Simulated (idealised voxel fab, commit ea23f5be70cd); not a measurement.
process module | voxel gate over fins
Displayed cross-section: cut, width of 185 nm, square cells sized 5 nm.
Cross-section = grid of square cells, listed top down in bands; band = one or more rows. This entry defines a band. It first specifies the height of the band's top and the height of its bottom in nm, and then specifies the band's materials from left to right, stating each material with its width in nm. The word "all across" identifies a single material that fills the band from edge to edge, while the word "blank" identifies empty space. For the purposes of this specification, 0 denotes the height below which the wafer in its as-received condition is composed wholly of one material, and the lowermost band, lacking a lower limit, extends downward without end, as expressed in "from 0 down". Read "30..40" as a graded width: first number on top, second number at the bottom, same change between each pair of neighbouring rows. You'll sometimes find "all unchanged" written for a step, and that's the way of saying that nowhere in the cross-section did a cell change during that step. Basically, "Voids, sealed" tells you about the enclosed voids: empty spaces with no open way to the top, 8 cells or bigger, each written width x height at distance, where distance is from the left edge, all in nm. Text after the settings on a step's line: the simulator's own remark on that step. "overlay nm" answers the question of how far to the right of plan the mask lay on a step that has a mask, and when it is negative the answer is to the left.

STEPS PLANNED FOR THE PROCESS
- 1: RECEIVE | material Si
- 2: CONFORMAL_DEP | material SiN | thk nm 10
- 3: PATTERN | tone cover | mask id FINS | material resist | width nm 15 | pitch nm 45 | thk nm 20 | overlay nm 0
- 4: DIRECTIONAL_ETCH | etch materials SiN | depth nm 10
- 5: DIRECTIONAL_ETCH | etch materials Si | depth nm 35
- 6: STRIP | etch materials resist
- 7: FILL_DEP | material SiO2 | thk nm 5
- 8: CMP | height nm 10
- 9: SELECTIVE_ETCH | etch materials SiO2 | depth nm 20
- 10: STRIP | etch materials SiN
- 11: CONFORMAL_DEP | material HfO2 | thk nm 5
- 12: CONFORMAL_DEP | material TiN | thk nm 5
- 13: CONFORMAL_DEP | material TiAl | thk nm 5
- 14: CONFORMAL_DEP | material TiN | thk nm 5
- 15: FILL_DEP | material W | thk nm 15
- 16: CMP | height nm 30
- 17: CONFORMAL_DEP | material SiN | thk nm 5
Variable across wafers: step 3 width nm (plan value is that of the first wafer; starting state common to all).

FIRST OF SEVERAL WAFERS (AS RECEIVED, POST STEP 1), CROSS-SECTIONAL VIEW
  from 0 down: Si all across
  Voids, sealed: none

WHAT FOLLOWS IS A TABLE IN WHICH EACH WAFER OCCUPIES A ROW; FOR THE WAFER AS IT STANDS AT THE CLOSE OF THE MODULE, THE ROW STATES, MATERIAL BY MATERIAL, HOW MANY CELLS HAVE BEEN GAINED (+) OR LOST (-) SINCE RECEIPT, AND THEN GIVES ITS CLOSED VOIDS
width nm 15; +45 HfO2; -217 Si; +37 SiN; +155 SiO2; +45 TiAl; +86 TiN; +108 W; Voids, sealed: none
width nm 20; +45 HfO2; -203 Si; +37 SiN; +145 SiO2; +43 TiAl; +86 TiN; +106 W; Voids, sealed: none
width nm 25; +45 HfO2; -189 Si; +37 SiN; +135 SiO2; +41 TiAl; +86 TiN; +104 W; Voids, sealed: none
width nm 30; +45 HfO2; -175 Si; +37 SiN; +125 SiO2; +41 TiAl; +84 TiN; +102 W; Voids, sealed: none
